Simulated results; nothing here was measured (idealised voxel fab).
Herein follows the process module entitled voxel transistor to metal.
We display cut, a cross-section 300 nm in width whose square cells are each 5 nm.
Cross-section format: a grid of square cells, given as bands from top to bottom; each band is one or more rows of cells.
The entry gives the band's vertical extent as a top height and a bottom height in nm, then its horizontal make-up as materials from left to right, each with a width in nm. "empty" stands for empty space; a single material marked "edge to edge" fills the band edge to edge.
Heads up on the height convention: 0 is the point under which the incoming wafer is all one material, and the lowest band has no bottom, it just keeps going down, like "0 nm and below".
Top row gets the first number, bottom row gets the second, and each row in between changes by the same step: that is how a band width like "30..40" works.
Any step labelled "nothing got changed" changed none of the cells in the cross-section.
Enclosed voids (no open way to top), threshold 8 cells or more, entry "Sealed voids", notation width x height at distance, distance from left edge, nm.
Whatever follows a step's settings on its line is a remark the simulator itself makes about that step.
"overlay nm" denotes, for a step that has a mask, the displacement of the mask to the right of its planned place, with negative values corresponding to the left.
Below you will find pairs of cross-sections. In each, one shows the wafer before one process step and the other after it, with the after view ending at the lowest band that changed. Under each pair is the step separating them, along with its settings. Do not assume the pairs form a chain: they can come from different runs of this module on the same starting wafer, and a pair continues from the pair above it only when its "Pre-step" entry says so.
Pre-step:
20 nm to 10 nm = SiO2: 45 | empty: 15 | SiO2: 55 | empty: 15 | SiO2: 40 | empty: 15 | SiO2: 55 | empty: 15 | SiO2: 45
10 nm to 5 nm = SiO2: 45 | empty: 15 | SiO2: 5 | SiN: 10 | HfO2: 5 | TiN: 5 | W: 5 | TiN: 5 | HfO2: 5 | SiN: 10 | SiO2: 5 | empty: 15 | SiO2: 40 | empty: 15 | SiO2: 5 | SiN: 10 | HfO2: 5 | TiN: 5 | W: 5 | TiN: 5 | HfO2: 5 | SiN: 10 | SiO2: 5 | empty: 15 | SiO2: 45
5 nm to 0 nm = SiO2: 45 | empty: 15 | SiO2: 5 | SiN: 10 | HfO2: 5 | TiN: 15 | HfO2: 5 | SiN: 10 | SiO2: 5 | empty: 15 | SiO2: 40 | empty: 15 | SiO2: 5 | SiN: 10 | HfO2: 5 | TiN: 15 | HfO2: 5 | SiN: 10 | SiO2: 5 | empty: 15 | SiO2: 45
0 nm to -5 nm = SiO2: 35 | SiN: 10 | empty: 15 | SiO2: 10 | HfO2: 35 | SiO2: 10 | empty: 15 | SiN: 10 | SiO2: 20 | SiN: 10 | empty: 15 | SiO2: 10 | HfO2: 35 | SiO2: 10 | empty: 15 | SiN: 10 | SiO2: 35
-5 nm to -10 nm = nSi: 35 | SiO2: 105 | nSi: 20 | SiO2: 105 | nSi: 35
-10 nm to -35 nm = Si: 40 | SiO2: 95 | Si: 30 | SiO2: 95 | Si: 40
-35 nm and below = Si edge to edge
Sealed voids: none
As Processed:
25 nm to 20 nm = TiN: 50 | empty: 5 | TiN: 65 | empty: 5 | TiN: 50 | empty: 5 | TiN: 65 | empty: 5 | TiN: 50
20 nm to 10 nm = SiO2: 45 | TiN: 5 | empty: 5 | TiN: 5 | SiO2: 55 | TiN: 5 | empty: 5 | TiN: 5 | SiO2: 40 | TiN: 5 | empty: 5 | TiN: 5 | SiO2: 55 | TiN: 5 | empty: 5 | TiN: 5 | SiO2: 45
10 nm to 5 nm = SiO2: 45 | TiN: 5 | empty: 5 | TiN: 5 | SiO2: 5 | SiN: 10 | HfO2: 5 | TiN: 5 | W: 5 | TiN: 5 | HfO2: 5 | SiN: 10 | SiO2: 5 | TiN: 5 | empty: 5 | TiN: 5 | SiO2: 40 | TiN: 5 | empty: 5 | TiN: 5 | SiO2: 5 | SiN: 10 | HfO2: 5 | TiN: 5 | W: 5 | TiN: 5 | HfO2: 5 | SiN: 10 | SiO2: 5 | TiN: 5 | empty: 5 | TiN: 5 | SiO2: 45
5 nm to 0 nm = SiO2: 45 | TiN: 5 | empty: 5 | TiN: 5 | SiO2: 5 | SiN: 10 | HfO2: 5 | TiN: 15 | HfO2: 5 | SiN: 10 | SiO2: 5 | TiN: 5 | empty: 5 | TiN: 5 | SiO2: 40 | TiN: 5 | empty: 5 | TiN: 5 | SiO2: 5 | SiN: 10 | HfO2: 5 | TiN: 15 | HfO2: 5 | SiN: 10 | SiO2: 5 | TiN: 5 | empty: 5 | TiN: 5 | SiO2: 45
0 nm to -5 nm = SiO2: 35 | SiN: 10 | TiN: 15 | SiO2: 10 | HfO2: 35 | SiO2: 10 | TiN: 15 | SiN: 10 | SiO2: 20 | SiN: 10 | TiN: 15 | SiO2: 10 | HfO2: 35 | SiO2: 10 | TiN: 15 | SiN: 10 | SiO2: 35
below -5: unchanged
Sealed voids: none
The transition between the preceding cross-sections is accomplished by CONFORMAL_DEP with material TiN, thk nm 5
Pre-step: nothing new to draw here, it's the after view of the pair just above.
As Processed:
35 nm to 25 nm = Ru edge to edge
25 nm to 20 nm = TiN: 50 | Ru: 5 | TiN: 65 | Ru: 5 | TiN: 50 | Ru: 5 | TiN: 65 | Ru: 5 | TiN: 50
20 nm to 10 nm = SiO2: 45 | TiN: 5 | Ru: 5 | TiN: 5 | SiO2: 55 | TiN: 5 | Ru: 5 | TiN: 5 | SiO2: 40 | TiN: 5 | Ru: 5 | TiN: 5 | SiO2: 55 | TiN: 5 | Ru: 5 | TiN: 5 | SiO2: 45
10 nm to 5 nm = SiO2: 45 | TiN: 5 | Ru: 5 | TiN: 5 | SiO2: 5 | SiN: 10 | HfO2: 5 | TiN: 5 | W: 5 | TiN: 5 | HfO2: 5 | SiN: 10 | SiO2: 5 | TiN: 5 | Ru: 5 | TiN: 5 | SiO2: 40 | TiN: 5 | Ru: 5 | TiN: 5 | SiO2: 5 | SiN: 10 | HfO2: 5 | TiN: 5 | W: 5 | TiN: 5 | HfO2: 5 | SiN: 10 | SiO2: 5 | TiN: 5 | Ru: 5 | TiN: 5 | SiO2: 45
5 nm to 0 nm = SiO2: 45 | TiN: 5 | Ru: 5 | TiN: 5 | SiO2: 5 | SiN: 10 | HfO2: 5 | TiN: 15 | HfO2: 5 | SiN: 10 | SiO2: 5 | TiN: 5 | Ru: 5 | TiN: 5 | SiO2: 40 | TiN: 5 | Ru: 5 | TiN: 5 | SiO2: 5 | SiN: 10 | HfO2: 5 | TiN: 15 | HfO2: 5 | SiN: 10 | SiO2: 5 | TiN: 5 | Ru: 5 | TiN: 5 | SiO2: 45
below 0: unchanged
Sealed voids: none
The transition between the preceding cross-sections is accomplished by FILL_DEP with material Ru, thk nm 10
Pre-step: nothing new to draw here, it's the after view of the pair just above.
As Processed:
20 nm to 10 nm = SiO2: 45 | TiN: 5 | Ru: 5 | TiN: 5 | SiO2: 55 | TiN: 5 | Ru: 5 | TiN: 5 | SiO2: 40 | TiN: 5 | Ru: 5 | TiN: 5 | SiO2: 55 | TiN: 5 | Ru: 5 | TiN: 5 | SiO2: 45
below 10: unchanged
Sealed voids: none
The transition between the preceding cross-sections is accomplished by CMP with height nm 20
Pre-step: nothing new to draw here, it's the after view of the pair just above.
As Processed:
25 nm to 20 nm = SiCN edge to edge
below 20: unchanged
Sealed voids: none
The transition between the preceding cross-sections is accomplished by CONFORMAL_DEP with material SiCN, thk nm 5
Pre-step: nothing new to draw here, it's the after view of the pair just above.
As Processed:
45 nm to 25 nm = lowk edge to edge
below 25: unchanged
Sealed voids: none
The transition between the preceding cross-sections is accomplished by DIRECTIONAL_DEP with material lowk, thk nm 20
Pre-step: nothing new to draw here, it's the after view of the pair just above.
As Processed:
55 nm to 45 nm = aC edge to edge
below 45: unchanged
Sealed voids: none
The transition between the preceding cross-sections is accomplished by DIRECTIONAL_DEP with material aC, thk nm 10
Pre-step: nothing new to draw here, it's the after view of the pair just above.
As Processed:
85 nm to 55 nm = resist: 45 | empty: 15 | resist: 55 | empty: 15 | resist: 40 | empty: 15 | resist: 55 | empty: 15 | resist: 45
below 55: unchanged
Sealed voids: none
The transition between the preceding cross-sections is accomplished by PATTERN with tone open, mask id METAL_1, material resist, width nm 15, thk nm 30, overlay nm 0
Pre-step: nothing new to draw here, it's the after view of the pair just above.
As Processed:
75 nm to 55 nm = resist: 45 | empty: 15 | resist: 55 | empty: 15 | resist: 40 | empty: 15 | resist: 55 | empty: 15 | resist: 45
55 nm to 45 nm = aC: 45 | empty: 15 | aC: 55 | empty: 15 | aC: 40 | empty: 15 | aC: 55 | empty: 15 | aC: 45
below 45: unchanged
Sealed voids: none
The transition between the preceding cross-sections is accomplished by DIRECTIONAL_ETCH with etch materials aC, depth nm 10
Pre-step: nothing new to draw here, it's the after view of the pair just above.
As Processed:
55 nm to 45 nm = aC: 45 | empty: 15 | aC: 55 | empty: 15 | aC: 40 | empty: 15 | aC: 55 | empty: 15 | aC: 45
below 45: unchanged
Sealed voids: none
The transition between the preceding cross-sections is accomplished by STRIP with etch materials resist
Pre-step: nothing new to draw here, it's the after view of the pair just above.
As Processed:
55 nm to 45 nm = aC: 45 | empty: 15 | aC: 55 | empty: 15 | aC: 40 | empty: 15 | aC: 55 | empty: 15 | aC: 45
45 nm to 25 nm = lowk: 45 | empty: 15 | lowk: 55 | empty: 15 | lowk: 40 | empty: 15 | lowk: 55 | empty: 15 | lowk: 45
below 25: unchanged
Sealed voids: none
The transition between the preceding cross-sections is accomplished by DIRECTIONAL_ETCH with etch materials lowk, depth nm 20
Pre-step: nothing new to draw here, it's the after view of the pair just above.
As Processed:
55 nm to 45 nm = aC: 45 | empty: 15 | aC: 55 | empty: 15 | aC: 40 | empty: 15 | aC: 55 | empty: 15 | aC: 45
45 nm to 25 nm = lowk: 45 | empty: 15 | lowk: 55 | empty: 15 | lowk: 40 | empty: 15 | lowk: 55 | empty: 15 | lowk: 45
25 nm to 20 nm = SiCN: 45 | empty: 15 | SiCN: 55 | empty: 15 | SiCN: 40 | empty: 15 | SiCN: 55 | empty: 15 | SiCN: 45
below 20: unchanged
Sealed voids: none
The transition between the preceding cross-sections is accomplished by DIRECTIONAL_ETCH with etch materials SiCN, depth nm 5
Pre-step: nothing new to draw here, it's the after view of the pair just above.
As Processed:
45 nm to 25 nm = lowk: 45 | empty: 15 | lowk: 55 | empty: 15 | lowk: 40 | empty: 15 | lowk: 55 | empty: 15 | lowk: 45
below 25: unchanged
Sealed voids: none
The transition between the preceding cross-sections is accomplished by STRIP with etch materials aC
Pre-step: nothing new to draw here, it's the after view of the pair just above.
As Processed:
50 nm to 45 nm = TiN: 50 | empty: 5 | TiN: 65 | empty: 5 | TiN: 50 | empty: 5 | TiN: 65 | empty: 5 | TiN: 50
45 nm to 25 nm = lowk: 45 | TiN: 5 | empty: 5 | TiN: 5 | lowk: 55 | TiN: 5 | empty: 5 | TiN: 5 | lowk: 40 | TiN: 5 | empty: 5 | TiN: 5 | lowk: 55 | TiN: 5 | empty: 5 | TiN: 5 | lowk: 45
25 nm to 20 nm = SiCN: 45 | TiN: 15 | SiCN: 55 | TiN: 15 | SiCN: 40 | TiN: 15 | SiCN: 55 | TiN: 15 | SiCN: 45
below 20: unchanged
Sealed voids: none
The transition between the preceding cross-sections is accomplished by CONFORMAL_DEP with material TiN, thk nm 5
Pre-step: nothing new to draw here, it's the after view of the pair just above.
As Processed:
60 nm to 50 nm = Ru edge to edge
50 nm to 45 nm = TiN: 50 | Ru: 5 | TiN: 65 | Ru: 5 | TiN: 50 | Ru: 5 | TiN: 65 | Ru: 5 | TiN: 50
45 nm to 25 nm = lowk: 45 | TiN: 5 | Ru: 5 | TiN: 5 | lowk: 55 | TiN: 5 | Ru: 5 | TiN: 5 | lowk: 40 | TiN: 5 | Ru: 5 | TiN: 5 | lowk: 55 | TiN: 5 | Ru: 5 | TiN: 5 | lowk: 45
below 25: unchanged
Sealed voids: none
The transition between the preceding cross-sections is accomplished by FILL_DEP with material Ru, thk nm 10
Pre-step: nothing new to draw here, it's the after view of the pair just above.
As Processed:
45 nm to 25 nm = lowk: 45 | TiN: 5 | Ru: 5 | TiN: 5 | lowk: 55 | TiN: 5 | Ru: 5 | TiN: 5 | lowk: 40 | TiN: 5 | Ru: 5 | TiN: 5 | lowk: 55 | TiN: 5 | Ru: 5 | TiN: 5 | lowk: 45
below 25: unchanged
Sealed voids: none
The transition between the preceding cross-sections is accomplished by CMP with height nm 45
Pre-step: nothing new to draw here, it's the after view of the pair just above.
As Processed:
50 nm to 45 nm = SiCN edge to edge
below 45: unchanged
Sealed voids: none
The transition between the preceding cross-sections is accomplished by CONFORMAL_DEP with material SiCN, thk nm 5
Pre-step: nothing new to draw here, it's the after view of the pair just above.
As Processed:
80 nm to 50 nm = SiO2 edge to edge
below 50: unchanged
Sealed voids: none
The transition between the preceding cross-sections is accomplished by DIRECTIONAL_DEP with material SiO2, thk nm 30
Pre-step: nothing new to draw here, it's the after view of the pair just above.
As Processed:
95 nm to 80 nm = resist: 45 | empty: 15 | resist: 110 | empty: 15 | resist: 115
below 80: unchanged
Sealed voids: none
The transition between the preceding cross-sections is accomplished by PATTERN with tone open, mask id METAL_2, material resist, width nm 15, pitch nm 125, thk nm 15, overlay nm 0
Pre-step: nothing new to draw here, it's the after view of the pair just above.
As Processed:
95 nm to 80 nm = resist: 45 | empty: 15 | resist: 110 | empty: 15 | resist: 115
80 nm to 65 nm = SiO2: 45 | empty: 15 | SiO2: 110 | empty: 15 | SiO2: 115
below 65: unchanged
Sealed voids: none
The transition between the preceding cross-sections is accomplished by DIRECTIONAL_ETCH with etch materials SiO2, depth nm 15
Pre-step: nothing new to draw here, it's the after view of the pair just above.
As Processed:
80 nm to 65 nm = SiO2: 45 | empty: 15 | SiO2: 110 | empty: 15 | SiO2: 115
below 65: unchanged
Sealed voids: none
The transition between the preceding cross-sections is accomplished by STRIP with etch materials resist
Pre-step: nothing new to draw here, it's the after view of the pair just above.
As Processed:
100 nm to 80 nm = resist: 45 | empty: 15 | resist: 110 | empty: 15 | resist: 115
below 80: unchanged
Sealed voids: none
The transition between the preceding cross-sections is accomplished by PATTERN with tone open, mask id METAL_2_HOLES, material resist, width nm 15, pitch nm 125, thk nm 20, overlay nm 0
Pre-step: nothing new to draw here, it's the after view of the pair just above.
As Processed:
100 nm to 80 nm = resist: 45 | empty: 15 | resist: 110 | empty: 15 | resist: 115
80 nm to 50 nm = SiO2: 45 | empty: 15 | SiO2: 110 | empty: 15 | SiO2: 115
below 50: unchanged
Sealed voids: none
The transition between the preceding cross-sections is accomplished by DIRECTIONAL_ETCH with etch materials SiO2, depth nm 15
Pre-step: nothing new to draw here, it's the after view of the pair just above.
As Processed:
100 nm to 80 nm = resist: 45 | empty: 15 | resist: 110 | empty: 15 | resist: 115
80 nm to 50 nm = SiO2: 45 | empty: 15 | SiO2: 110 | empty: 15 | SiO2: 115
50 nm to 45 nm = SiCN: 45 | empty: 15 | SiCN: 110 | empty: 15 | SiCN: 115
below 45: unchanged
Sealed voids: none
The transition between the preceding cross-sections is accomplished by DIRECTIONAL_ETCH with etch materials SiCN, depth nm 5
Pre-step: nothing new to draw here, it's the after view of the pair just above.
As Processed:
80 nm to 50 nm = SiO2: 45 | empty: 15 | SiO2: 110 | empty: 15 | SiO2: 115
below 50: unchanged
Sealed voids: none
The transition between the preceding cross-sections is accomplished by STRIP with etch materials resist
Pre-step: nothing new to draw here, it's the after view of the pair just above.
As Processed:
85 nm to 80 nm = TiN: 50 | empty: 5 | TiN: 120 | empty: 5 | TiN: 120
80 nm to 50 nm = SiO2: 45 | TiN: 5 | empty: 5 | TiN: 5 | SiO2: 110 | TiN: 5 | empty: 5 | TiN: 5 | SiO2: 115
50 nm to 45 nm = SiCN: 45 | TiN: 15 | SiCN: 110 | TiN: 15 | SiCN: 115
below 45: unchanged
Sealed voids: none
The transition between the preceding cross-sections is accomplished by CONFORMAL_DEP with material TiN, thk nm 5
Pre-step: nothing new to draw here, it's the after view of the pair just above.
As Processed:
95 nm to 85 nm = Ru edge to edge
85 nm to 80 nm = TiN: 50 | Ru: 5 | TiN: 120 | Ru: 5 | TiN: 120
80 nm to 50 nm = SiO2: 45 | TiN: 5 | Ru: 5 | TiN: 5 | SiO2: 110 | TiN: 5 | Ru: 5 | TiN: 5 | SiO2: 115
below 50: unchanged
Sealed voids: none
The transition between the preceding cross-sections is accomplished by FILL_DEP with material Ru, thk nm 10
Pre-step: nothing new to draw here, it's the after view of the pair just above.
As Processed:
80 nm to 50 nm = SiO2: 45 | TiN: 5 | Ru: 5 | TiN: 5 | SiO2: 110 | TiN: 5 | Ru: 5 | TiN: 5 | SiO2: 115
below 50: unchanged
Sealed voids: none
The transition between the preceding cross-sections is accomplished by CMP with height nm 80
Pre-step: nothing new to draw here, it's the after view of the pair just above.
As Processed:
85 nm to 80 nm = SiN edge to edge
below 80: unchanged
Sealed voids: none
The transition between the preceding cross-sections is accomplished by CONFORMAL_DEP with material SiN, thk nm 5
